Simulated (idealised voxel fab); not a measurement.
Proc. module: voxel lift off
Section shown: cut. Width: 265 nm. Cell size: 5 nm, square.
Each cross-section below is a grid of square cells, stated as bands in top-down order, with one or more rows of cells making up each band. Each band's line starts with the height of the band's top and of its bottom, in nm. Then come its materials from left to right, each with its width in nm. One material with "everywhere" fills the band from edge to edge. "empty" is empty space. Heights are reckoned from 0. Under this level, the received wafer is all of one material. The bottommost band is open-ended downward, for example "from 0 down". Graded width ("30..40"): value in top row of band = first number; value in bottom row = second number; row-to-row change constant. Reading "nothing got changed" for a step: not a cell of the cross-section changed in it. Reported under the label "Cavities, closed" are the empty spaces having no open way to the top and comprising 8 cells or more; the notation for each is width x height at distance, in which the distance is measured from the left edge and all three values are in nm. On a step's line, text after the settings is the simulator commenting on that step. A step line may carry the setting "overlay nm", which, for steps involving a mask, states the distance by which the mask lay to the right of its intended position; negative values denote displacement to the left.

Steps planned for the process:
1) RECEIVE | material Si
2) CONFORMAL_DEP | material SiO2 | thk nm 5
3) PATTERN | tone open | mask id LINES | material resist | width nm 30 | pitch nm 50 | thk nm 25 | overlay nm 0
4) DIRECTIONAL_DEP | material Ru | thk nm 15
5) STRIP | etch materials resist
6) CONFORMAL_DEP | material SiN | thk nm 5

Cross-section of the wafer as it came to us, i.e., already through step 1:
from 0 down  Si everywhere
Cavities, closed: none

The plan above was carried out on the starting structure above with one mistake, and this cross-section shows the wafer at the end of the module:
from 25 to 20  empty: 55 | SiN: 40 | empty: 10 | SiN: 40 | empty: 10 | SiN: 40 | empty: 70
from 20 to 10  empty: 55 | SiN: 5 | Ru: 30 | SiN: 5 | empty: 10 | SiN: 5 | Ru: 30 | SiN: 5 | empty: 10 | SiN: 5 | Ru: 30 | SiN: 5 | empty: 70
from 10 to 5  SiN: 60 | Ru: 30 | SiN: 20 | Ru: 30 | SiN: 20 | Ru: 30 | SiN: 75
from 5 to 0  SiO2 everywhere
from 0 down  Si everywhere
Cavities, closed: none
Processing error: step 3 did not use the planned setting and instead ran as PATTERN | tone open | mask id LINES | material resist | width nm 30 | pitch nm 50 | thk nm 25 | overlay nm -5
